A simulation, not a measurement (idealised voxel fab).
Process module in this document: voxel transistor to metal
The cross-section on display is named cut; it measures 210 nm wide, and its cells are 5 nm squares.
Cross-section, as written here: a square-cell grid given band by band from the top down, where a band holds one or more rows of cells.
The entry gives the band's vertical extent as a top height and a bottom height in nm, then its horizontal make-up as materials from left to right, each with a width in nm. "air" stands for empty space; a single material marked "full width" fills the band edge to edge.
Heights from 0 (as-received wafer is one material below). Bottom band endless downward, as "z 0 and below".
The notation "30 to 40" denotes a width that varies across the rows of cells in the band, beginning at the first number in the top row, finishing at the second number in the bottom row, and changing by an identical amount from each row to the next.
The cross-section has no changed cell in any step marked "no alterations made".
So "Unvented cavities" is basically the list of trapped voids: any empty space of 8 cells or more that can't reach the top through an opening. They're written width x height at distance, the distance being from the left edge, and it's all nm.
Anything after a step's settings on that line? It's the simulator's own note about the step.
The line of a step may include "overlay nm". On a step with a mask, this value is how far to the right of its planned place the mask lay. A negative value means the mask lay to the left.
So here's the lineup of process steps we planned:
| 1 | RECEIVE (material Si) |
| 2 | OXIDIZE (depth nm 5) |
| 3 | CONFORMAL_DEP (material SiN; thk nm 10) |
| 4 | DIRECTIONAL_DEP (material aC; thk nm 10) |
| 5 | PATTERN (tone cover; mask id ACTIVE; material resist; width nm 120; thk nm 25; overlay nm 0) |
| 6 | DIRECTIONAL_ETCH (etch materials aC; depth nm 10) |
| 7 | STRIP (etch materials resist) |
| 8 | DIRECTIONAL_ETCH (etch materials SiN; depth nm 10) |
| 9 | DIRECTIONAL_ETCH (etch materials SiO2; depth nm 5) |
| 10 | DIRECTIONAL_ETCH (etch materials Si; depth nm 30) |
| 11 | STRIP (etch materials aC) |
| 12 | OXIDIZE (depth nm 5) |
| 13 | FILL_DEP (material SiO2; thk nm 5) |
| 14 | CMP (height nm 10) |
| 15 | SELECTIVE_ETCH (etch materials SiO2; depth nm 5) |
| 16 | STRIP (etch materials SiN) |
| 17 | SELECTIVE_ETCH (etch materials SiO2; depth nm 5) |
| 18 | OXIDIZE (depth nm 5) |
| 19 | DIRECTIONAL_DEP (material polySi; thk nm 20) |
| 20 | DIRECTIONAL_DEP (material SiCN; thk nm 10) |
| 21 | DIRECTIONAL_DEP (material aC; thk nm 10) |
| 22 | PATTERN (tone cover; mask id GATE; material resist; width nm 30; thk nm 30; overlay nm 0) |
| 23 | DIRECTIONAL_ETCH (etch materials aC; depth nm 5) |
| 24 | STRIP (etch materials resist) |
| 25 | DIRECTIONAL_ETCH (etch materials SiCN; depth nm 20) |
| 26 | DIRECTIONAL_ETCH (etch materials polySi; depth nm 30) |
| 27 | STRIP (etch materials aC) |
| 28 | CONFORMAL_DEP (material SiO2; thk nm 5) |
| 29 | DIRECTIONAL_ETCH (etch materials SiO2; depth nm 5) |
| 30 | CONFORMAL_DEP (material SiN; thk nm 10) |
| 31 | DIRECTIONAL_ETCH (etch materials SiN; depth nm 10) |
| 32 | DIRECTIONAL_ETCH (etch materials SiO2; depth nm 5) |
| 33 | DIRECTIONAL_ETCH (etch materials Si; depth nm 5) |
| 34 | EPI (material pSi; thk nm 10) |
| 35 | FILL_DEP (material SiO2; thk nm 10) |
| 36 | CMP (height nm 15) |
| 37 | STRIP (etch materials polySi) |
| 38 | SELECTIVE_ETCH (etch materials SiO2; depth nm 5) |
| 39 | CONFORMAL_DEP (material HfO2; thk nm 5) |
| 40 | CONFORMAL_DEP (material TiN; thk nm 5) |
| 41 | FILL_DEP (material W; thk nm 10) |
| 42 | CMP (height nm 10) |
| 43 | DIRECTIONAL_DEP (material SiO2; thk nm 15) |
| 44 | DIRECTIONAL_DEP (material aC; thk nm 15) |
| 45 | PATTERN (tone open; mask id CONTACT; material resist; width nm 15; pitch nm 85; thk nm 35; overlay nm 0) |
| 46 | DIRECTIONAL_ETCH (etch materials aC; depth nm 15) |
| 47 | STRIP (etch materials resist) |
| 48 | DIRECTIONAL_ETCH (etch materials SiO2; depth nm 25) |
| 49 | STRIP (etch materials aC) |
| 50 | CONFORMAL_DEP (material TiN; thk nm 5) |
| 51 | FILL_DEP (material W; thk nm 10) |
| 52 | CMP (height nm 25) |
| 53 | CONFORMAL_DEP (material SiN; thk nm 5) |
| 54 | DIRECTIONAL_DEP (material SiO2; thk nm 20) |
| 55 | MASKED_ETCH (tone open; mask id METAL_1; width nm 15; pitch nm 85; etch materials SiO2; depth nm 20; overlay nm 0) |
| 56 | MASKED_ETCH (tone open; mask id METAL_1; width nm 15; pitch nm 85; etch materials SiN; depth nm 5; overlay nm 0) |
| 57 | CONFORMAL_DEP (material TiN; thk nm 5) |
| 58 | FILL_DEP (material Cu; thk nm 10) |
| 59 | CMP (height nm 50) |
| 60 | CONFORMAL_DEP (material SiCN; thk nm 5) |
| 61 | DIRECTIONAL_DEP (material SiO2; thk nm 25) |
| 62 | DIRECTIONAL_DEP (material aC; thk nm 10) |
| 63 | PATTERN (tone open; mask id METAL_2; material resist; width nm 15; pitch nm 85; thk nm 30; overlay nm 0) |
| 64 | DIRECTIONAL_ETCH (etch materials aC; depth nm 10) |
| 65 | STRIP (etch materials resist) |
| 66 | DIRECTIONAL_ETCH (etch materials SiO2; depth nm 15) |
| 67 | STRIP (etch materials aC) |
| 68 | PATTERN (tone open; mask id METAL_2_HOLES; material resist; width nm 15; pitch nm 85; thk nm 15; overlay nm 0) |
| 69 | DIRECTIONAL_ETCH (etch materials SiO2; depth nm 10) |
| 70 | DIRECTIONAL_ETCH (etch materials SiCN; depth nm 5) |
| 71 | STRIP (etch materials resist) |
| 72 | CONFORMAL_DEP (material TiN; thk nm 5) |
| 73 | FILL_DEP (material Cu; thk nm 5) |
| 74 | CMP (height nm 80) |
| 75 | CONFORMAL_DEP (material SiN; thk nm 5) |
The wafers are alike at the start. At step 23, their depth nm differs. The plan lists the first wafer's value.
The first of several wafers, as received after step 1, seen in section:
    z 0 and below | Si full width
    Unvented cavities: none
Below, a row for every wafer. Read it as the end-of-module picture: for each material the wafer shows its cells gained (+) or lost (-) since it was received, and then its closed voids:
depth nm 5 | +18 Cu | +44 HfO2 | -204 Si | +36 SiCN | +78 SiN | +566 SiO2 | +106 TiN | +70 W | Unvented cavities: none
depth nm 10 | +18 Cu | +14 HfO2 | -212 Si | +36 SiCN | +94 SiN | +644 SiO2 | +80 TiN | +16 W | +24 pSi | Unvented cavities: none
depth nm 15 | +18 Cu | +14 HfO2 | -212 Si | +36 SiCN | +94 SiN | +644 SiO2 | +80 TiN | +16 W | +24 pSi | Unvented cavities: none
depth nm 20 | +18 Cu | +14 HfO2 | -212 Si | +36 SiCN | +94 SiN | +644 SiO2 | +80 TiN | +16 W | +24 pSi | Unvented cavities: none
depth nm 25 | +18 Cu | +14 HfO2 | -212 Si | +36 SiCN | +94 SiN | +644 SiO2 | +80 TiN | +16 W | +24 pSi | Unvented cavities: none
